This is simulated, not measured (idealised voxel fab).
Process module name: voxel double patterning
Cross-sectional view cut (width: 195 nm; square cell size: 5 nm).
Cross-sections here: square-cell grids, written as top-down lists of bands, a band being one or more rows of cells. Per band: top height and bottom height in nm, followed by the left-to-right materials and their widths in nm; "full width" marks a single material spanning edge to edge, "empty" marks empty space. Heights are reckoned from 0. Under this level, the received wafer is all of one material. The bottommost band is open-ended downward, for example "0..down". A width given as "30 to 40" starts at the first number in the band's top row and ends at the second number in its bottom row, shifting by an equal amount at every step from row to row. Given "no modifications" for a step, no cell of the cross-section differs between before and after that step. Look at "Sealed internal cavities" for the closed voids: empty spaces with no open path to the top, sized 8 cells or up. Each is width x height at distance, distance from the left edge, all nm. Anything after a step's settings on that line? It's the simulator's own note about the step. What "overlay nm" on a step's line means: if the step has a mask, that mask lay this far to the right of its planned place, or, when the value is negative, to the left.
**Steps in the process plan**
1,RECEIVE, material Si
2,CONFORMAL_DEP, material SiN, thk nm 5
3,DIRECTIONAL_DEP, material SiO2, thk nm 15
4,DIRECTIONAL_DEP, material SiCN, thk nm 5
5,MASKED_ETCH, tone open, mask id FIRST, width nm 15, pitch nm 50, etch materials SiCN, depth nm 5, overlay nm 0
6,PATTERN, tone open, mask id SECOND, material resist, width nm 15, pitch nm 50, thk nm 15, overlay nm 0
7,DIRECTIONAL_ETCH, etch materials SiCN, depth nm 5
8,STRIP, etch materials resist
9,DIRECTIONAL_ETCH, etch materials SiO2, depth nm 15
10,STRIP, etch materials SiCN
**As-received state of the wafer in cross-section, equivalent to post-step 1**
- 0..down: Si full width
- Sealed internal cavities: none
**End-of-module cross-section of the first of two wafers, processed as planned**
- 20..5: SiO2=40; empty=15; SiO2=10; empty=15; SiO2=10; empty=15; SiO2=10; empty=15; SiO2=10; empty=15; SiO2=40
- 5..0: SiN full width
- 0..down: Si full width
- Sealed internal cavities: none
**Cross-section, wafer two of two, end of module: same start and plan as wafer one, one error in execution**
- 35..20: SiO2=40; empty=15; SiO2=10; empty=15; SiO2=10; empty=15; SiO2=10; empty=15; SiO2=10; empty=15; SiO2=40
- 20..5: SiO2 full width
- 5..0: SiN full width
- 0..down: Si full width
- Sealed internal cavities: none
So what did we get wrong on this run? it should be noted that step 3 of the plan was executed twice
Final difference in cells, second wafer against first, listed per material as more or fewer: 117 more of SiO2
